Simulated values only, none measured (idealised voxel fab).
Presented below is a process module, voxel self aligned vias.
Section shown: cut. Width: 245 nm. Cell size: 5 nm, square.
Heads up, the way a cross-section reads in here is a grid of square cells, handed over as bands from the top down, with every band being one or more rows of cells.
Basically the band line says how high the top is and how high the bottom is, in nm, and then what's in it from left to right, every material with its width in nm. Empty space shows up as "empty", and if a single material carries "edge to edge" it runs the full band edge to edge.
Height datum 0, below which the as-received substrate wafer is one material. Lowest band open at the bottom, running downward: "top 0, no bottom".
Width spec "30->40" -> top row of cells at first value, bottom row at second value, equal per-row change in between.
Step note "identical to before" = no cross-section cell changed.
Basically, "Enclosed cavity list" tells you about the enclosed voids: empty spaces with no open way to the top, 8 cells or bigger, each written width x height at distance, where distance is from the left edge, all in nm.
On a step's line, text after the settings is the simulator commenting on that step.
Regarding "overlay nm": on a step with a mask, it is the distance the mask lay to the right of its planned place; a negative value places it to the left.
Process steps foreseen in the plan
1) op RECEIVE | material Si
2) op CONFORMAL_DEP | material SiO2 | thk nm 10
3) op CONFORMAL_DEP | material SiCN | thk nm 5
4) op DIRECTIONAL_DEP | material lowk | thk nm 25
5) op MASKED_ETCH | tone open | mask id LINES | width nm 25 | pitch nm 75 | etch materials lowk | depth nm 25 | overlay nm 0
6) op CONFORMAL_DEP | material TiN | thk nm 5
7) op FILL_DEP | material Ru | thk nm 10
8) op CMP | height nm 40
9) op SELECTIVE_ETCH | etch materials W Ru TiN | depth nm 5
10) op FILL_DEP | material SiN | thk nm 5
11) op CMP | height nm 40
12) op DIRECTIONAL_DEP | material lowk | thk nm 15
13) op DIRECTIONAL_DEP | material aC | thk nm 10
14) op PATTERN | tone open | mask id VIAS | material resist | width nm 45 | thk nm 25 | overlay nm 0
15) op DIRECTIONAL_ETCH | etch materials aC | depth nm 10
16) op STRIP | etch materials resist
17) op DIRECTIONAL_ETCH | etch materials lowk | depth nm 15
18) op DIRECTIONAL_ETCH | etch materials SiN | depth nm 5
19) op STRIP | etch materials aC
20) op CONFORMAL_DEP | material TiN | thk nm 5
21) op FILL_DEP | material Ru | thk nm 10
22) op CMP | height nm 55
23) op CONFORMAL_DEP | material SiCN | thk nm 5
As-received wafer cross-section (after step 1)
	top 0, no bottom | Si edge to edge
	Enclosed cavity list: none
End-of-module XS, first of two wafers, run as planned
	top 60, bottom 55 | SiCN edge to edge
	top 55, bottom 45 | lowk: 60; TiN: 5; Ru: 35; TiN: 5; lowk: 140
	top 45, bottom 40 | lowk: 60; TiN: 15; Ru: 15; TiN: 15; lowk: 140
	top 40, bottom 35 | lowk: 70; TiN: 25; lowk: 50; SiN: 25; lowk: 75
	top 35, bottom 20 | lowk: 70; TiN: 5; Ru: 15; TiN: 5; lowk: 50; TiN: 5; Ru: 15; TiN: 5; lowk: 75
	top 20, bottom 15 | lowk: 70; TiN: 25; lowk: 50; TiN: 25; lowk: 75
	top 15, bottom 10 | SiCN edge to edge
	top 10, bottom 0 | SiO2 edge to edge
	top 0, no bottom | Si edge to edge
	Enclosed cavity list: none
The second wafer, shown in cross-section after the module: started the same way as the first and given the same plan, yet one mistake crept into how it was run
	top 60, bottom 55 | SiCN edge to edge
	top 55, bottom 45 | lowk: 60; TiN: 5; Ru: 35; TiN: 5; lowk: 140
	top 45, bottom 40 | lowk: 60; TiN: 45; lowk: 140
	top 40, bottom 35 | SiN: 60; TiN: 10; lowk: 25; TiN: 10; SiN: 40; lowk: 25; SiN: 75
	top 35, bottom 20 | Ru: 65; TiN: 5; lowk: 25; TiN: 5; Ru: 40; TiN: 5; lowk: 25; TiN: 5; Ru: 70
	top 20, bottom 15 | TiN: 70; lowk: 25; TiN: 50; lowk: 25; TiN: 75
	top 15, bottom 10 | SiCN edge to edge
	top 10, bottom 0 | SiO2 edge to edge
	top 0, no bottom | Si edge to edge
	Enclosed cavity list: none
Finding, execution versus plan: not per plan at step 5, really ran op MASKED_ETCH | tone cover | mask id LINES | width nm 25 | pitch nm 75 | etch materials lowk | depth nm 25 | overlay nm 0
The closing comparison, in cells, has the second wafer with more or fewer of some materials than the first: Ru +84 | SiN +30 | TiN +31 | lowk -145
